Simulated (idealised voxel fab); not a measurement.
Name of the process module below: voxel ribs on slabs
225 nm wide, 5 nm square cells: that's cross-section cut.
If you're reading a cross-section in this doc, picture square cells in a grid; it comes to you as bands, top ones listed first down to the bottom, and a band can be one or more rows of cells. This entry defines a band. It first specifies the height of the band's top and the height of its bottom in nm, and then specifies the band's materials from left to right, stating each material with its width in nm. The word "edge to edge" identifies a single material that fills the band from edge to edge, while the word "air" identifies empty space. Below 0: as-received wafer, all one material; heights counted from there. Lowest band: no bottom, goes on down, written "0 down". Width spec "30..40" -> top row of cells at first value, bottom row at second value, equal per-row change in between. The cross-section has no changed cell in any step marked "nothing got changed". "Sealed void inventory" contains a list of empty spaces, each no smaller than 8 cells and without an open way to the top, written in the form width x height at distance with the distance from the left edge and all three in nm. Past the settings on a step's line: simulator remark, on that step. "overlay nm", when on a step's line for a step with a mask, measures how far to the right of its planned place the mask lay; a negative measure means to the left.
# The steps planned for the process are as follows
1 RECEIVE: material Si
2 DIRECTIONAL_DEP: material SiO2, thk nm 25
3 DIRECTIONAL_DEP: material SiN, thk nm 20
4 MASKED_ETCH: tone cover, mask id RIB, width nm 20, etch materials SiN, depth nm 10, overlay nm 0
5 PATTERN: tone cover, mask id SLAB, material resist, width nm 80, thk nm 20, overlay nm 0
6 DIRECTIONAL_ETCH: etch materials SiN, depth nm 10
7 STRIP: etch materials resist
8 FILL_DEP: material SiO2, thk nm 20
9 CMP: height nm 60
10 DIRECTIONAL_DEP: material W, thk nm 10
11 DIRECTIONAL_DEP: material aC, thk nm 15
12 PATTERN: tone cover, mask id HEATER, material resist, width nm 40, thk nm 30, overlay nm 0
13 DIRECTIONAL_ETCH: etch materials aC, depth nm 15
14 STRIP: etch materials resist
15 DIRECTIONAL_ETCH: etch materials W, depth nm 10
16 STRIP: etch materials aC
17 CONFORMAL_DEP: material SiN, thk nm 5
Every wafer here starts from the same state; it is the step 4 width nm that distinguishes them, and the value the plan gives belongs to the first wafer.
# Cross-section of the first of several received wafers, showing its state after step 1
* 0 down | Si edge to edge
* Sealed void inventory: none
# Every row in this table is a wafer at the end of the module, and it gives, for each of the materials, the cells that wafer has gained (+) or lost (-) since it was received, then its closed voids
width nm 20; +89 SiN; +500 SiO2; +16 W; Sealed void inventory: none
width nm 25; +91 SiN; +498 SiO2; +16 W; Sealed void inventory: none
width nm 30; +93 SiN; +496 SiO2; +16 W; Sealed void inventory: none
width nm 35; +95 SiN; +494 SiO2; +16 W; Sealed void inventory: none
width nm 40; +97 SiN; +492 SiO2; +16 W; Sealed void inventory: none
width nm 45; +99 SiN; +490 SiO2; +16 W; Sealed void inventory: none
